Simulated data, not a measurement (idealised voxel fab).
The following is a process module called voxel transistor to metal.
Square cell edge 5 nm, section width 205 nm, ID cut.
Notation: cross-section as square-cell grid; stated in bands, top first, going down; one or more cell rows per band.
Heads up on the band format: heights come first, top then bottom, in nm. After that it's the materials left to right, each with its width in nm. A single material flagged "full width" fills the whole band edge to edge, and "air" means there's empty space there.
The level at which height equals 0 is the one under which the wafer, as it arrives, is entirely one material. No lower edge exists for the bottom band, which continues downward and is notated as in "z 0 and below".
The width entry "30 to 40" should be interpreted row by row: the top row of cells in the band takes the first number, the bottom row takes the second number, and the change between adjacent rows is uniform throughout.
Key: "no modification" - step with no changed cell in the cross-section.
Enclosed voids (no open way to top), threshold 8 cells or more, entry "Closed void listing", notation width x height at distance, distance from left edge, nm.
Whatever follows a step's settings on its line is a remark the simulator itself makes about that step.
"overlay nm", when on a step's line for a step with a mask, measures how far to the right of its planned place the mask lay; a negative measure means to the left.

## The planned process steps are enumerated hereunder
1 op RECEIVE | material Si
2 op CONFORMAL_DEP | material SiO2 | thk nm 5
3 op CONFORMAL_DEP | material SiN | thk nm 15
4 op DIRECTIONAL_DEP | material aC | thk nm 10
5 op PATTERN | tone cover | mask id ACTIVE | material resist | width nm 120 | thk nm 30 | overlay nm 0
6 op DIRECTIONAL_ETCH | etch materials aC | depth nm 10
7 op STRIP | etch materials resist
8 op DIRECTIONAL_ETCH | etch materials SiN | depth nm 15
9 op DIRECTIONAL_ETCH | etch materials SiO2 | depth nm 5
10 op DIRECTIONAL_ETCH | etch materials Si | depth nm 30
11 op STRIP | etch materials aC
12 op FILL_DEP | material SiO2 | thk nm 5
13 op CMP | height nm 20
14 op SELECTIVE_ETCH | etch materials SiO2 | depth nm 15
15 op STRIP | etch materials SiN
16 op SELECTIVE_ETCH | etch materials SiO2 | depth nm 5
17 op OXIDIZE | depth nm 5
18 op DIRECTIONAL_DEP | material polySi | thk nm 30
19 op DIRECTIONAL_DEP | material SiCN | thk nm 15
20 op DIRECTIONAL_DEP | material aC | thk nm 10
21 op PATTERN | tone cover | mask id GATE | material resist | width nm 20 | thk nm 30 | overlay nm 0
22 op DIRECTIONAL_ETCH | etch materials aC | depth nm 10
23 op STRIP | etch materials resist
24 op DIRECTIONAL_ETCH | etch materials SiCN | depth nm 25
25 op DIRECTIONAL_ETCH | etch materials polySi | depth nm 40
26 op STRIP | etch materials aC
27 op CONFORMAL_DEP | material SiN | thk nm 10
28 op DIRECTIONAL_ETCH | etch materials SiN | depth nm 10
29 op DIRECTIONAL_ETCH | etch materials SiO2 | depth nm 5
30 op EPI | material nSi | thk nm 5
31 op FILL_DEP | material SiO2 | thk nm 5
32 op CMP | height nm 45
33 op DIRECTIONAL_DEP | material SiO2 | thk nm 15
34 op PATTERN | tone open | mask id CONTACT | material resist | width nm 20 | pitch nm 80 | thk nm 15 | overlay nm 0
35 op DIRECTIONAL_ETCH | etch materials SiO2 | depth nm 60
36 op STRIP | etch materials resist
37 op CONFORMAL_DEP | material TiN | thk nm 5
38 op FILL_DEP | material W | thk nm 5
39 op CMP | height nm 60
40 op DIRECTIONAL_DEP | material TiN | thk nm 5
41 op DIRECTIONAL_DEP | material Ru | thk nm 15
42 op MASKED_ETCH | tone cover | mask id METAL_1 | width nm 20 | pitch nm 80 | etch materials Ru | depth nm 15 | overlay nm 0
43 op MASKED_ETCH | tone cover | mask id METAL_1 | width nm 20 | pitch nm 80 | etch materials TiN | depth nm 5 | overlay nm 0
44 op FILL_DEP | material SiO2 | thk nm 5
45 op CMP | height nm 80
46 op CONFORMAL_DEP | material SiCN | thk nm 5
47 op DIRECTIONAL_DEP | material lowk | thk nm 25
48 op PATTERN | tone open | mask id METAL_2_HOLES | material resist | width nm 15 | pitch nm 80 | thk nm 20 | overlay nm 0
49 op DIRECTIONAL_ETCH | etch materials lowk | depth nm 25
50 op STRIP | etch materials resist
51 op MASKED_ETCH | tone open | mask id METAL_2 | width nm 20 | pitch nm 80 | etch materials lowk | depth nm 15 | overlay nm 0
52 op MASKED_ETCH | tone open | mask id METAL_2 | width nm 20 | pitch nm 80 | etch materials SiCN | depth nm 5 | overlay nm 0
53 op CONFORMAL_DEP | material TiN | thk nm 5
54 op FILL_DEP | material Cu | thk nm 10
55 op CMP | height nm 110
56 op CONFORMAL_DEP | material SiN | thk nm 5

## The first of two wafers, run as planned

## Incoming wafer in cross-section (state: after step 1)
- z 0 and below = Si full width
- Closed void listing: none

## After step 2: wafer cross-section
- z 5 to 0 = SiO2 full width
- Lower than 0, everything is as it was.

## After step 3: wafer cross-section
- z 20 to 5 = SiN full width
- Lower than 5, everything is as it was.

## After step 4: wafer cross-section
- z 30 to 20 = aC full width
- Lower than 20, everything is as it was.

## After step 5: wafer cross-section
- z 60 to 30 = air (40); resist (120); air (45)
- Lower than 30, everything is as it was.

## After step 6: wafer cross-section
- z 50 to 30 = air (40); resist (120); air (45)
- z 30 to 20 = air (40); aC (120); air (45)
- Lower than 20, everything is as it was.

## After step 7: wafer cross-section
- z 30 to 20 = air (40); aC (120); air (45)
- Lower than 20, everything is as it was.

## After step 8: wafer cross-section
- z 30 to 20 = air (40); aC (120); air (45)
- z 20 to 5 = air (40); SiN (120); air (45)
- Lower than 5, everything is as it was.

## After step 9: wafer cross-section
- z 30 to 20 = air (40); aC (120); air (45)
- z 20 to 5 = air (40); SiN (120); air (45)
- z 5 to 0 = air (40); SiO2 (120); air (45)
- Lower than 0, everything is as it was.

## After step 10: wafer cross-section
- z 30 to 20 = air (40); aC (120); air (45)
- z 20 to 5 = air (40); SiN (120); air (45)
- z 5 to 0 = air (40); SiO2 (120); air (45)
- z 0 to -30 = air (40); Si (120); air (45)
- Lower than -30, everything is as it was.

## After step 11: wafer cross-section
- z 20 to 5 = air (40); SiN (120); air (45)
- Lower than 5, everything is as it was.

## After step 12: wafer cross-section
- z 25 to 20 = SiO2 full width
- z 20 to 5 = SiO2 (40); SiN (120); SiO2 (45)
- z 5 to 0 = SiO2 full width
- z 0 to -30 = SiO2 (40); Si (120); SiO2 (45)
- Lower than -30, everything is as it was.

## After step 13: wafer cross-section
- z 20 to 5 = SiO2 (40); SiN (120); SiO2 (45)
- Lower than 5, everything is as it was.

## After step 14: wafer cross-section
- z 20 to 5 = air (40); SiN (120); air (45)
- Lower than 5, everything is as it was.

## After step 15: wafer cross-section
- z 5 to 0 = SiO2 full width
- Lower than 0, everything is as it was.

## After step 16: wafer cross-section
- z 0 to -30 = SiO2 (40); Si (120); SiO2 (45)
- Lower than -30, everything is as it was.

## After step 17: wafer cross-section
- z 0 to -5 = SiO2 full width
- Lower than -5, everything is as it was.

## After step 18: wafer cross-section
- z 30 to 0 = polySi full width
- Lower than 0, everything is as it was.

## After step 19: wafer cross-section
- z 45 to 30 = SiCN full width
- Lower than 30, everything is as it was.

## After step 20: wafer cross-section
- z 55 to 45 = aC full width
- Lower than 45, everything is as it was.

## After step 21: wafer cross-section
- z 85 to 55 = air (90); resist (20); air (95)
- Lower than 55, everything is as it was.

## After step 22: wafer cross-section
- z 75 to 55 = air (90); resist (20); air (95)
- z 55 to 45 = air (90); aC (20); air (95)
- Lower than 45, everything is as it was.

## After step 23: wafer cross-section
- z 55 to 45 = air (90); aC (20); air (95)
- Lower than 45, everything is as it was.

## After step 24: wafer cross-section
- z 55 to 45 = air (90); aC (20); air (95)
- z 45 to 30 = air (90); SiCN (20); air (95)
- Lower than 30, everything is as it was.

## After step 25: wafer cross-section
- z 55 to 45 = air (90); aC (20); air (95)
- z 45 to 30 = air (90); SiCN (20); air (95)
- z 30 to 0 = air (90); polySi (20); air (95)
- Lower than 0, everything is as it was.

## After step 26: wafer cross-section
- z 45 to 30 = air (90); SiCN (20); air (95)
- Lower than 30, everything is as it was.

## After step 27: wafer cross-section
- z 55 to 45 = air (80); SiN (40); air (85)
- z 45 to 30 = air (80); SiN (10); SiCN (20); SiN (10); air (85)
- z 30 to 10 = air (80); SiN (10); polySi (20); SiN (10); air (85)
- z 10 to 0 = SiN (90); polySi (20); SiN (95)
- Lower than 0, everything is as it was.

## After step 28: wafer cross-section
- z 45 to 30 = air (80); SiN (10); SiCN (20); SiN (10); air (85)
- z 30 to 0 = air (80); SiN (10); polySi (20); SiN (10); air (85)
- Lower than 0, everything is as it was.

## After step 29: wafer cross-section
- z 45 to 30 = air (80); SiN (10); SiCN (20); SiN (10); air (85)
- z 30 to 0 = air (80); SiN (10); polySi (20); SiN (10); air (85)
- z 0 to -5 = air (80); SiO2 (40); air (85)
- Lower than -5, everything is as it was.

## After step 30: wafer cross-section
- z 45 to 30 = air (80); SiN (10); SiCN (20); SiN (10); air (85)
- z 30 to 0 = air (80); SiN (10); polySi (20); SiN (10); air (85)
- z 0 to -5 = air (35); nSi (45); SiO2 (40); nSi (45); air (40)
- Lower than -5, everything is as it was.

## After step 31: wafer cross-section
- z 50 to 45 = SiO2 full width
- z 45 to 30 = SiO2 (80); SiN (10); SiCN (20); SiN (10); SiO2 (85)
- z 30 to 0 = SiO2 (80); SiN (10); polySi (20); SiN (10); SiO2 (85)
- z 0 to -5 = SiO2 (35); nSi (45); SiO2 (40); nSi (45); SiO2 (40)
- Lower than -5, everything is as it was.

## After step 32: wafer cross-section
- z 45 to 30 = SiO2 (80); SiN (10); SiCN (20); SiN (10); SiO2 (85)
- Lower than 30, everything is as it was.

## After step 33: wafer cross-section
- z 60 to 45 = SiO2 full width
- Lower than 45, everything is as it was.

## After step 34: wafer cross-section
- z 75 to 60 = resist (50); air (20); resist (60); air (20); resist (55)
- Lower than 60, everything is as it was.

## After step 35: wafer cross-section
- z 75 to 60 = resist (50); air (20); resist (60); air (20); resist (55)
- z 60 to 45 = SiO2 (50); air (20); SiO2 (60); air (20); SiO2 (55)
- z 45 to 30 = SiO2 (50); air (20); SiO2 (10); SiN (10); SiCN (20); SiN (10); SiO2 (10); air (20); SiO2 (55)
- z 30 to 0 = SiO2 (50); air (20); SiO2 (10); SiN (10); polySi (20); SiN (10); SiO2 (10); air (20); SiO2 (55)
- Lower than 0, everything is as it was.

## After step 36: wafer cross-section
- z 60 to 45 = SiO2 (50); air (20); SiO2 (60); air (20); SiO2 (55)
- Lower than 45, everything is as it was.

## After step 37: wafer cross-section
- z 65 to 60 = TiN (55); air (10); TiN (70); air (10); TiN (60)
- z 60 to 45 = SiO2 (50); TiN (5); air (10); TiN (5); SiO2 (60); TiN (5); air (10); TiN (5); SiO2 (55)
- z 45 to 30 = SiO2 (50); TiN (5); air (10); TiN (5); SiO2 (10); SiN (10); SiCN (20); SiN (10); SiO2 (10); TiN (5); air (10); TiN (5); SiO2 (55)
- z 30 to 5 = SiO2 (50); TiN (5); air (10); TiN (5); SiO2 (10); SiN (10); polySi (20); SiN (10); SiO2 (10); TiN (5); air (10); TiN (5); SiO2 (55)
- z 5 to 0 = SiO2 (50); TiN (20); SiO2 (10); SiN (10); polySi (20); SiN (10); SiO2 (10); TiN (20); SiO2 (55)
- Lower than 0, everything is as it was.

## After step 38: wafer cross-section
- z 70 to 65 = W full width
- z 65 to 60 = TiN (55); W (10); TiN (70); W (10); TiN (60)
- z 60 to 45 = SiO2 (50); TiN (5); W (10); TiN (5); SiO2 (60); TiN (5); W (10); TiN (5); SiO2 (55)
- z 45 to 30 = SiO2 (50); TiN (5); W (10); TiN (5); SiO2 (10); SiN (10); SiCN (20); SiN (10); SiO2 (10); TiN (5); W (10); TiN (5); SiO2 (55)
- z 30 to 5 = SiO2 (50); TiN (5); W (10); TiN (5); SiO2 (10); SiN (10); polySi (20); SiN (10); SiO2 (10); TiN (5); W (10); TiN (5); SiO2 (55)
- Lower than 5, everything is as it was.

## After step 39: wafer cross-section
- z 60 to 45 = SiO2 (50); TiN (5); W (10); TiN (5); SiO2 (60); TiN (5); W (10); TiN (5); SiO2 (55)
- Lower than 45, everything is as it was.

## After step 40: wafer cross-section
- z 65 to 60 = TiN full width
- Lower than 60, everything is as it was.

## After step 41: wafer cross-section
- z 80 to 65 = Ru full width
- Lower than 65, everything is as it was.

## After step 42: wafer cross-section
- z 80 to 65 = air (50); Ru (20); air (60); Ru (20); air (55)
- Lower than 65, everything is as it was.

## After step 43: wafer cross-section
- z 80 to 65 = air (50); Ru (20); air (60); Ru (20); air (55)
- z 65 to 60 = air (50); TiN (20); air (60); TiN (20); air (55)
- Lower than 60, everything is as it was.

## After step 44: wafer cross-section
- z 85 to 80 = SiO2 full width
- z 80 to 65 = SiO2 (50); Ru (20); SiO2 (60); Ru (20); SiO2 (55)
- z 65 to 60 = SiO2 (50); TiN (20); SiO2 (60); TiN (20); SiO2 (55)
- Lower than 60, everything is as it was.

## After step 45: wafer cross-section
- z 80 to 65 = SiO2 (50); Ru (20); SiO2 (60); Ru (20); SiO2 (55)
- Lower than 65, everything is as it was.

## After step 46: wafer cross-section
- z 85 to 80 = SiCN full width
- Lower than 80, everything is as it was.

## After step 47: wafer cross-section
- z 110 to 85 = lowk full width
- Lower than 85, everything is as it was.

## After step 48: wafer cross-section
- z 130 to 110 = resist (50); air (15); resist (65); air (15); resist (60)
- Lower than 110, everything is as it was.

## After step 49: wafer cross-section
- z 130 to 110 = resist (50); air (15); resist (65); air (15); resist (60)
- z 110 to 85 = lowk (50); air (15); lowk (65); air (15); lowk (60)
- Lower than 85, everything is as it was.

## After step 50: wafer cross-section
- z 110 to 85 = lowk (50); air (15); lowk (65); air (15); lowk (60)
- Lower than 85, everything is as it was.

## After step 51: wafer cross-section
- z 110 to 95 = lowk (50); air (20); lowk (60); air (20); lowk (55)
- Lower than 95, everything is as it was.

## After step 52: wafer cross-section
- z 110 to 95 = lowk (50); air (20); lowk (60); air (20); lowk (55)
- z 95 to 85 = lowk (50); air (15); lowk (65); air (15); lowk (60)
- z 85 to 80 = SiCN (50); air (15); SiCN (65); air (15); SiCN (60)
- Lower than 80, everything is as it was.

## After step 53: wafer cross-section
- z 115 to 110 = TiN (55); air (10); TiN (70); air (10); TiN (60)
- z 110 to 100 = lowk (50); TiN (5); air (10); TiN (5); lowk (60); TiN (5); air (10); TiN (5); lowk (55)
- z 100 to 95 = lowk (50); TiN (5); air (5); TiN (10); lowk (60); TiN (5); air (5); TiN (10); lowk (55)
- z 95 to 85 = lowk (50); TiN (5); air (5); TiN (5); lowk (65); TiN (5); air (5); TiN (5); lowk (60)
- z 85 to 80 = SiCN (50); TiN (15); SiCN (65); TiN (15); SiCN (60)
- Lower than 80, everything is as it was.

## After step 54: wafer cross-section
- z 125 to 115 = Cu full width
- z 115 to 110 = TiN (55); Cu (10); TiN (70); Cu (10); TiN (60)
- z 110 to 100 = lowk (50); TiN (5); Cu (10); TiN (5); lowk (60); TiN (5); Cu (10); TiN (5); lowk (55)
- z 100 to 95 = lowk (50); TiN (5); Cu (5); TiN (10); lowk (60); TiN (5); Cu (5); TiN (10); lowk (55)
- z 95 to 85 = lowk (50); TiN (5); Cu (5); TiN (5); lowk (65); TiN (5); Cu (5); TiN (5); lowk (60)
- Lower than 85, everything is as it was.

## After step 55: wafer cross-section
- z 110 to 100 = lowk (50); TiN (5); Cu (10); TiN (5); lowk (60); TiN (5); Cu (10); TiN (5); lowk (55)
- Lower than 100, everything is as it was.

## After step 56: wafer cross-section
- z 115 to 110 = SiN full width
- Lower than 110, everything is as it was.

## Second Wafer (Identical Start and Plan, One Processing Error; Matches First Wafer Through Step 39)

## Planned end of step 40: second wafer, cross-section
- z 75 to 60 = Ru full width
- Lower than 60, everything is as it was.

## Planned end of step 41: second wafer, cross-section
- z 80 to 75 = TiN full width
- Lower than 75, everything is as it was.

Planned end of step 42: second wafer, cross-section: no modification

## Planned end of step 43: second wafer, cross-section
- z 80 to 75 = air (50); TiN (20); air (60); TiN (20); air (55)
- Lower than 75, everything is as it was.

## Planned end of step 44: second wafer, cross-section
- z 85 to 80 = SiO2 full width
- z 80 to 75 = SiO2 (50); TiN (20); SiO2 (60); TiN (20); SiO2 (55)
- Lower than 75, everything is as it was.

## Planned end of step 45: second wafer, cross-section
- z 80 to 75 = SiO2 (50); TiN (20); SiO2 (60); TiN (20); SiO2 (55)
- Lower than 75, everything is as it was.

## Planned end of step 46: second wafer, cross-section
- z 85 to 80 = SiCN full width
- Lower than 80, everything is as it was.

## Planned end of step 47: second wafer, cross-section
- z 110 to 85 = lowk full width
- Lower than 85, everything is as it was.

## Planned end of step 48: second wafer, cross-section
- z 130 to 110 = resist (50); air (15); resist (65); air (15); resist (60)
- Lower than 110, everything is as it was.

## Planned end of step 49: second wafer, cross-section
- z 130 to 110 = resist (50); air (15); resist (65); air (15); resist (60)
- z 110 to 85 = lowk (50); air (15); lowk (65); air (15); lowk (60)
- Lower than 85, everything is as it was.

## Planned end of step 50: second wafer, cross-section
- z 110 to 85 = lowk (50); air (15); lowk (65); air (15); lowk (60)
- Lower than 85, everything is as it was.

## Planned end of step 51: second wafer, cross-section
- z 110 to 95 = lowk (50); air (20); lowk (60); air (20); lowk (55)
- Lower than 95, everything is as it was.

## Planned end of step 52: second wafer, cross-section
- z 110 to 95 = lowk (50); air (20); lowk (60); air (20); lowk (55)
- z 95 to 85 = lowk (50); air (15); lowk (65); air (15); lowk (60)
- z 85 to 80 = SiCN (50); air (15); SiCN (65); air (15); SiCN (60)
- Lower than 80, everything is as it was.

## Planned end of step 53: second wafer, cross-section
- z 115 to 110 = TiN (55); air (10); TiN (70); air (10); TiN (60)
- z 110 to 100 = lowk (50); TiN (5); air (10); TiN (5); lowk (60); TiN (5); air (10); TiN (5); lowk (55)
- z 100 to 95 = lowk (50); TiN (5); air (5); TiN (10); lowk (60); TiN (5); air (5); TiN (10); lowk (55)
- z 95 to 85 = lowk (50); TiN (5); air (5); TiN (5); lowk (65); TiN (5); air (5); TiN (5); lowk (60)
- z 85 to 80 = SiCN (50); TiN (15); SiCN (65); TiN (15); SiCN (60)
- Lower than 80, everything is as it was.

## Planned end of step 54: second wafer, cross-section
- z 125 to 115 = Cu full width
- z 115 to 110 = TiN (55); Cu (10); TiN (70); Cu (10); TiN (60)
- z 110 to 100 = lowk (50); TiN (5); Cu (10); TiN (5); lowk (60); TiN (5); Cu (10); TiN (5); lowk (55)
- z 100 to 95 = lowk (50); TiN (5); Cu (5); TiN (10); lowk (60); TiN (5); Cu (5); TiN (10); lowk (55)
- z 95 to 85 = lowk (50); TiN (5); Cu (5); TiN (5); lowk (65); TiN (5); Cu (5); TiN (5); lowk (60)
- Lower than 85, everything is as it was.

## Planned end of step 55: second wafer, cross-section
- z 110 to 100 = lowk (50); TiN (5); Cu (10); TiN (5); lowk (60); TiN (5); Cu (10); TiN (5); lowk (55)
- Lower than 100, everything is as it was.

## Planned end of step 56: second wafer, cross-section
- z 115 to 110 = SiN full width
- Lower than 110, everything is as it was.
What went wrong in running the wafer? steps 40 and 41 got flipped, so each one ran where the other should have
Final cells, second wafer relative to first, materials higher or lower: 99 more of Ru; 99 fewer of SiO2
